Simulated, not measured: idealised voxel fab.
process module | voxel air gaps
cross-section cut | 245 nm wide | cells 5 nm
A cross-section is a grid of square cells, given in bands from the top down. A band is one or more rows of cells.
Each band's line starts with the height of the band's top and of its bottom, in nm. Then come its materials from left to right, each with its width in nm. One material with "throughout" fills the band from edge to edge. "air" is empty space.
Height 0 is the level under which the wafer as received is all one material. The lowest band goes on downwards, as in "0 down".
A width such as "30 to 40" changes by the same amount from each row of cells to the next, from the band's top row to its bottom row.
"no change" after a step means that no cell of the cross-section changed.
closed voids: empty space of 8 cells or more with no open way to the top, each as width x height at its distance from the left edge, in nm
after a step's settings: what the simulator itself notes on the step
overlay nm, on a step with a mask: how far to the right of its planned place the mask lay; to the left if negative
plan
1 op RECEIVE | material Si
2 op CONFORMAL_DEP | material SiO2 | thk nm 10
3 op CONFORMAL_DEP | material SiCN | thk nm 5
4 op DIRECTIONAL_DEP | material SiO2 | thk nm 40
5 op MASKED_ETCH | tone open | mask id LINES | width nm 25 | pitch nm 50 | etch materials SiO2 | depth nm 40 | overlay nm 0
6 op CONFORMAL_DEP | material TiN | thk nm 5
7 op FILL_DEP | material W | thk nm 5
8 op CMP | height nm 55
9 op EPI | material Ru | thk nm 10
10 op SELECTIVE_ETCH | etch materials SiO2 | depth nm 50
11 op CONFORMAL_DEP | material SiCN | thk nm 5
as received, after step 1
  0 down: Si throughout
  closed voids: none
a wafer at the end: this start, this plan, one mistake
  80 to 75: air 35 | SiCN 175 | air 35
  75 to 55: air 35 | SiCN 5 | Ru 165 | SiCN 5 | air 35
  55 to 50: air 35 | SiCN 25 | TiN 5 | W 15 | TiN 5 | SiO2 25 | TiN 5 | W 15 | TiN 5 | SiO2 25 | TiN 5 | W 15 | TiN 5 | SiCN 25 | air 35
  50 to 20: air 55 | SiCN 5 | TiN 5 | W 15 | TiN 5 | SiO2 25 | TiN 5 | W 15 | TiN 5 | SiO2 25 | TiN 5 | W 15 | TiN 5 | SiCN 5 | air 55
  20 to 15: SiCN 60 | TiN 25 | SiO2 25 | TiN 25 | SiO2 25 | TiN 25 | SiCN 60
  15 to 10: SiCN throughout
  10 to 0: SiO2 throughout
  0 down: Si throughout
  closed voids: none
what went wrong: step 9 was run twice
